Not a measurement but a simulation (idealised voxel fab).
Presented below is a process module, voxel tone inversion.
The cross-section shown here is cut; it is 145 nm wide and divided into square cells measuring 5 nm on a side.
Cross-section spec: square-cell grid; bands listed top down; each band is one or more rows. It is stipulated that each band's entry specify, in nanometres, the height of the top of the band and then that of its bottom, followed by the materials of the band in left-to-right sequence, each together with its width in nanometres. A single material marked by the word "edge to edge" is understood to fill the band from edge to edge; the word "air" is understood to denote empty space. The level at which height equals 0 is the one under which the wafer, as it arrives, is entirely one material. No lower edge exists for the bottom band, which continues downward and is notated as in "0 nm and below". Width: "30..40" (first number = top row, second number = bottom row, same change from row to row of cells). When a step is marked "nothing altered", none of the cells in the cross-section changed during that step. Empty spaces counting at least 8 cells and having no open way to the top are listed in "Enclosed void inventory". The notation width x height at distance is used for each, the distance being from the left edge and all three values in nm. Note: text after step settings on the step line = simulator remark on that step. The optional step-line setting "overlay nm" applies to steps with a mask and quantifies how far to the right of its planned location the mask lay, a negative value indicating leftward placement.

Intended process steps:
1: RECEIVE [material Si]
2: CONFORMAL_DEP [material SiN] [thk nm 5]
3: DIRECTIONAL_DEP [material aC] [thk nm 25]
4: PATTERN [tone cover] [mask id POSTS] [material resist] [width nm 15] [pitch nm 35] [thk nm 30] [overlay nm 0]
5: DIRECTIONAL_ETCH [etch materials aC] [depth nm 25]
6: STRIP [etch materials resist]
7: FILL_DEP [material lowk] [thk nm 5]
8: CMP [height nm 30]
9: STRIP [etch materials aC]
10: CONFORMAL_DEP [material TiN] [thk nm 5]
11: FILL_DEP [material W] [thk nm 5]
12: CMP [height nm 30]
13: CONFORMAL_DEP [material SiN] [thk nm 5]

Wafer cross-section on receipt, i.e. after step 1:
  0 nm and below = Si edge to edge
  Enclosed void inventory: none

Cross-section at module end, one run error; start and plan unchanged from above:
  35 nm to 30 nm = SiN edge to edge
  30 nm to 25 nm = lowk edge to edge
  25 nm to 0 nm = lowk: 30  aC: 15  lowk: 20  aC: 15  lowk: 20  aC: 15  lowk: 30
  0 nm and below = Si edge to edge
  Enclosed void inventory: none
Heads up, the wafer didn't run the way we planned it: step 2 was dropped from the plan's execution and never run
